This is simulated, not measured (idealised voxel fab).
Process module under the name voxel transistor to metal
Square cells of 5 nm make up the cross-section cut, whose width is 165 nm.
Cross-section format: a grid of square cells, given as bands from top to bottom; each band is one or more rows of cells. It is stipulated that each band's entry specify, in nanometres, the height of the top of the band and then that of its bottom, followed by the materials of the band in left-to-right sequence, each together with its width in nanometres. A single material marked by the word "all across" is understood to fill the band from edge to edge; the word "empty" is understood to denote empty space. For the purposes of this specification, 0 denotes the height below which the wafer in its as-received condition is composed wholly of one material, and the lowermost band, lacking a lower limit, extends downward without end, as expressed in "0..down". Quick explanation for "30..40": the width changes in equal steps down the rows of cells, from the first number in the band's top row to the second number in its bottom row. What does "nothing different" mean for a step? It means no cell of the cross-section changed in that step. For the entry "Catalogued sealed voids", the listed items are empty spaces with no open way to the top whose size is 8 cells or more; each item follows the pattern width x height at distance, where distance is from the left edge and all three are in nm. Past the settings on a step's line: simulator remark, on that step. Steps that use a mask can have "overlay nm" on their line. It says how far the mask sat to the right of where it was meant to be. Negative means to the left.
### Below is the list of planned process steps
1,RECEIVE [material Si]
2,OXIDIZE [depth nm 5]
3,CONFORMAL_DEP [material SiN] [thk nm 15]
4,MASKED_ETCH [tone cover] [mask id ACTIVE] [width nm 105] [etch materials SiN] [depth nm 15] [overlay nm 0]
5,MASKED_ETCH [tone cover] [mask id ACTIVE] [width nm 105] [etch materials SiO2] [depth nm 5] [overlay nm 0]
6,MASKED_ETCH [tone cover] [mask id ACTIVE] [width nm 105] [etch materials Si] [depth nm 35] [overlay nm 0]
7,FILL_DEP [material SiO2] [thk nm 10]
8,CMP [height nm 15]
9,SELECTIVE_ETCH [etch materials SiO2] [depth nm 15]
10,STRIP [etch materials SiN]
11,SELECTIVE_ETCH [etch materials SiO2] [depth nm 5]
12,OXIDIZE [depth nm 5]
13,DIRECTIONAL_DEP [material polySi] [thk nm 20]
14,DIRECTIONAL_DEP [material SiCN] [thk nm 15]
15,PATTERN [tone cover] [mask id GATE] [material resist] [width nm 15] [thk nm 15] [overlay nm 0]
16,DIRECTIONAL_ETCH [etch materials SiCN] [depth nm 25]
17,DIRECTIONAL_ETCH [etch materials polySi] [depth nm 30]
18,STRIP [etch materials resist]
19,CONFORMAL_DEP [material SiN] [thk nm 5]
20,DIRECTIONAL_ETCH [etch materials SiN] [depth nm 5]
21,DIRECTIONAL_ETCH [etch materials SiO2] [depth nm 5]
22,DIRECTIONAL_ETCH [etch materials Si] [depth nm 15]
23,EPI [material SiGe] [thk nm 15]
24,FILL_DEP [material SiO2] [thk nm 5]
25,CMP [height nm 30]
26,DIRECTIONAL_DEP [material SiO2] [thk nm 10]
27,DIRECTIONAL_DEP [material aC] [thk nm 10]
28,PATTERN [tone open] [mask id CONTACT] [material resist] [width nm 20] [pitch nm 75] [thk nm 25] [overlay nm 0]
29,DIRECTIONAL_ETCH [etch materials aC] [depth nm 10]
30,STRIP [etch materials resist]
31,DIRECTIONAL_ETCH [etch materials SiO2] [depth nm 50]
32,STRIP [etch materials aC]
33,CONFORMAL_DEP [material TiN] [thk nm 5]
34,FILL_DEP [material Ru] [thk nm 5]
35,CMP [height nm 40]
36,DIRECTIONAL_DEP [material TiN] [thk nm 5]
37,DIRECTIONAL_DEP [material Ru] [thk nm 25]
38,PATTERN [tone cover] [mask id METAL_1] [material resist] [width nm 15] [pitch nm 75] [thk nm 15] [overlay nm 0]
39,DIRECTIONAL_ETCH [etch materials Ru] [depth nm 25]
40,DIRECTIONAL_ETCH [etch materials TiN] [depth nm 5]
41,STRIP [etch materials resist]
42,CONFORMAL_DEP [material SiCN] [thk nm 5]
43,FILL_DEP [material SiO2] [thk nm 10]
44,CMP [height nm 70]
45,CONFORMAL_DEP [material SiN] [thk nm 5]
Split variable: width nm, step 38. Plan value = first wafer. Wafers start alike.
### Received wafers, first of several: cross-section after step 1
0..down  Si all across
Catalogued sealed voids: none
### Below is a per-wafer table. In it, each row describes the wafer at the end of the module by giving, for each material, the number of cells gained (+) or lost (-) since the wafer was received, and after that the closed voids of the wafer
width nm 15; +66 Ru; -186 Si; +56 SiCN; +66 SiGe; +47 SiN; +384 SiO2; +50 TiN; +12 polySi; Catalogued sealed voids: none
width nm 20; +76 Ru; -186 Si; +54 SiCN; +66 SiGe; +47 SiN; +374 SiO2; +52 TiN; +12 polySi; Catalogued sealed voids: none
width nm 25; +86 Ru; -186 Si; +52 SiCN; +66 SiGe; +47 SiN; +364 SiO2; +54 TiN; +12 polySi; Catalogued sealed voids: none
width nm 30; +96 Ru; -186 Si; +50 SiCN; +66 SiGe; +47 SiN; +354 SiO2; +56 TiN; +12 polySi; Catalogued sealed voids: none
width nm 35; +106 Ru; -186 Si; +48 SiCN; +66 SiGe; +47 SiN; +344 SiO2; +58 TiN; +12 polySi; Catalogued sealed voids: none
